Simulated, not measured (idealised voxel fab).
A process module follows: voxel transistor to metal.
The width of the displayed cross-section, cut, is 185 nm; its cells are square, with a size of 5 nm.
Cross-sections here: square-cell grids, written as top-down lists of bands, a band being one or more rows of cells.
Read a band's entry like this: the first values are the height of its top and the height of its bottom in nm, and what follows is the sequence of materials from left to right, each with its width in nm. Note that "air" is empty space, and that a single material marked "all across" reaches across the band from edge to edge.
Measure heights from 0. That's the level where, below it, the as-received wafer is all one material. The lowest band is bottomless and extends downward; write it as in "0 -> down".
The notation "30->40" denotes a width that varies across the rows of cells in the band, beginning at the first number in the top row, finishing at the second number in the bottom row, and changing by an identical amount from each row to the next.
"same as before" (step): cross-section cells unchanged, all of them.
Reported under the label "Cavities, closed" are the empty spaces having no open way to the top and comprising 8 cells or more; the notation for each is width x height at distance, in which the distance is measured from the left edge and all three values are in nm.
after a step's settings: what the simulator itself notes on the step
For masked steps, "overlay nm" on the step line gives how far right of plan the mask actually lay; a minus sign means it lay to the left.

**Below is the list of planned process steps**
1) op RECEIVE | material Si
2) op CONFORMAL_DEP | material SiO2 | thk nm 5
3) op CONFORMAL_DEP | material SiN | thk nm 10
4) op DIRECTIONAL_DEP | material aC | thk nm 10
5) op PATTERN | tone cover | mask id ACTIVE | material resist | width nm 125 | thk nm 30 | overlay nm 0
6) op DIRECTIONAL_ETCH | etch materials aC | depth nm 10
7) op STRIP | etch materials resist
8) op DIRECTIONAL_ETCH | etch materials SiN | depth nm 10
9) op DIRECTIONAL_ETCH | etch materials SiO2 | depth nm 5
10) op DIRECTIONAL_ETCH | etch materials Si | depth nm 20
11) op STRIP | etch materials aC
12) op FILL_DEP | material SiO2 | thk nm 10
13) op CMP | height nm 15
14) op SELECTIVE_ETCH | etch materials SiO2 | depth nm 5
15) op STRIP | etch materials SiN
16) op SELECTIVE_ETCH | etch materials SiO2 | depth nm 5
17) op OXIDIZE | depth nm 5
18) op DIRECTIONAL_DEP | material polySi | thk nm 30
19) op DIRECTIONAL_DEP | material SiCN | thk nm 10
20) op MASKED_ETCH | tone cover | mask id GATE | width nm 35 | etch materials SiCN | depth nm 20 | overlay nm 0
21) op MASKED_ETCH | tone cover | mask id GATE | width nm 35 | etch materials polySi | depth nm 40 | overlay nm 0
22) op CONFORMAL_DEP | material SiN | thk nm 10
23) op DIRECTIONAL_ETCH | etch materials SiN | depth nm 10
24) op DIRECTIONAL_ETCH | etch materials SiO2 | depth nm 5
25) op DIRECTIONAL_ETCH | etch materials Si | depth nm 5
26) op EPI | material SiGe | thk nm 5
27) op FILL_DEP | material SiO2 | thk nm 5
28) op CMP | height nm 30
29) op STRIP | etch materials polySi
30) op SELECTIVE_ETCH | etch materials SiO2 | depth nm 5
31) op CONFORMAL_DEP | material HfO2 | thk nm 5
32) op CONFORMAL_DEP | material TiN | thk nm 5
33) op FILL_DEP | material W | thk nm 5
34) op CMP | height nm 25
35) op DIRECTIONAL_DEP | material SiO2 | thk nm 15
36) op MASKED_ETCH | tone open | mask id CONTACT | width nm 20 | pitch nm 95 | etch materials SiO2 | depth nm 45 | overlay nm 0
37) op CONFORMAL_DEP | material TiN | thk nm 5
38) op FILL_DEP | material Ru | thk nm 5
39) op CMP | height nm 40
40) op CONFORMAL_DEP | material SiN | thk nm 5
41) op DIRECTIONAL_DEP | material SiO2 | thk nm 15
42) op PATTERN | tone open | mask id METAL_1 | material resist | width nm 20 | pitch nm 95 | thk nm 15 | overlay nm 0
43) op DIRECTIONAL_ETCH | etch materials SiO2 | depth nm 15
44) op DIRECTIONAL_ETCH | etch materials SiN | depth nm 5
45) op STRIP | etch materials resist
46) op CONFORMAL_DEP | material TiN | thk nm 5
47) op FILL_DEP | material Cu | thk nm 10
48) op CMP | height nm 60
49) op CONFORMAL_DEP | material SiN | thk nm 5

**Received-state cross-section, reflecting completion of step 1**
	0 -> down = Si all across
	Cavities, closed: none

**Figure: cross-sectional view of the wafer upon completion of the module, processed from the initial state and according to the plan depicted above, with one error introduced during execution**
	65 -> 60 = SiN all across
	60 -> 45 = 35 of SiO2  5 of TiN  10 of Cu  5 of TiN  75 of SiO2  5 of TiN  10 of Cu  5 of TiN  35 of SiO2
	45 -> 40 = 35 of SiN  20 of TiN  75 of SiN  20 of TiN  35 of SiN
	40 -> 25 = 35 of SiO2  5 of TiN  10 of Ru  5 of TiN  75 of SiO2  5 of TiN  10 of Ru  5 of TiN  35 of SiO2
	25 -> 15 = 35 of SiO2  5->10 of TiN  10->5 of Ru  5 of TiN  10 of SiO2  10 of SiN  5 of HfO2  5 of TiN  15 of W  5 of TiN  5 of HfO2  10 of SiN  10 of SiO2  5 of TiN  10->5 of Ru  5->10 of TiN  35 of SiO2
	15 -> 10 = 40 of SiO2  15 of TiN  10 of SiO2  10 of SiN  5 of HfO2  5 of TiN  15 of W  5 of TiN  5 of HfO2  10 of SiN  10 of SiO2  15 of TiN  40 of SiO2
	10 -> 5 = 65 of SiO2  10 of SiN  5 of HfO2  5 of TiN  15 of W  5 of TiN  5 of HfO2  10 of SiN  65 of SiO2
	5 -> 0 = 25 of SiO2  10 of SiN  30 of SiO2  10 of SiN  5 of HfO2  25 of TiN  5 of HfO2  10 of SiN  30 of SiO2  10 of SiN  25 of SiO2
	0 -> -5 = 35 of SiO2  5 of SiGe  20 of SiO2  5 of SiGe  5 of SiO2  45 of HfO2  5 of SiO2  5 of SiGe  20 of SiO2  5 of SiGe  35 of SiO2
	-5 -> -10 = 30 of SiO2  5 of Si  30 of SiGe  55 of Si  30 of SiGe  5 of Si  30 of SiO2
	-10 -> -20 = 30 of SiO2  125 of Si  30 of SiO2
	-20 -> down = Si all across
	Cavities, closed: none
Processing error: step 36 occupied the plan position of step 35, and the converse holds as well
